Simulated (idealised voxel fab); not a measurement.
process module | voxel tone inversion
cross-section cut | 250 nm wide | cells 5 nm
A cross-section is a grid of square cells, given in bands from the top down. A band is one or more rows of cells.
Each band's line starts with the height of the band's top and of its bottom, in nm. Then come its materials from left to right, each with its width in nm. One material with "throughout" fills the band from edge to edge. "air" is empty space.
Height 0 is the level under which the wafer as received is all one material. The lowest band goes on downwards, as in "0 down".
A width such as "30 to 40" changes by the same amount from each row of cells to the next, from the band's top row to its bottom row.
"no change" after a step means that no cell of the cross-section changed.
closed voids: empty space of 8 cells or more with no open way to the top, each as width x height at its distance from the left edge, in nm
after a step's settings: what the simulator itself notes on the step
overlay nm, on a step with a mask: how far to the right of its planned place the mask lay; to the left if negative
plan
1 op RECEIVE | material Si
2 op CONFORMAL_DEP | material SiN | thk nm 5
3 op DIRECTIONAL_DEP | material polySi | thk nm 15
4 op PATTERN | tone cover | mask id POSTS | material resist | width nm 15 | pitch nm 45 | thk nm 20 | overlay nm 0
5 op DIRECTIONAL_ETCH | etch materials polySi | depth nm 15
6 op STRIP | etch materials resist
7 op FILL_DEP | material SiO2 | thk nm 5
8 op CMP | height nm 20
9 op STRIP | etch materials polySi
10 op CONFORMAL_DEP | material TiN | thk nm 5
11 op FILL_DEP | material Ru | thk nm 10
12 op CMP | height nm 20
13 op CONFORMAL_DEP | material SiN | thk nm 5
as received, after step 1
  0 down: Si throughout
  closed voids: none
a wafer at the end: this start, this plan, one mistake
  25 to 20: SiN throughout
  20 to 10: SiO2 45 | TiN 5 | Ru 15 | TiN 5 | SiO2 20 | TiN 5 | Ru 15 | TiN 5 | SiO2 20 | TiN 5 | Ru 15 | TiN 5 | SiO2 20 | TiN 5 | Ru 15 | TiN 5 | SiO2 45
  10 to 5: SiO2 45 | TiN 25 | SiO2 20 | TiN 25 | SiO2 20 | TiN 25 | SiO2 20 | TiN 25 | SiO2 45
  5 to 0: SiN throughout
  0 down: Si throughout
  closed voids: none
what went wrong: step 4 ran as: op PATTERN | tone cover | mask id POSTS | material resist | width nm 25 | pitch nm 45 | thk nm 20 | overlay nm 0
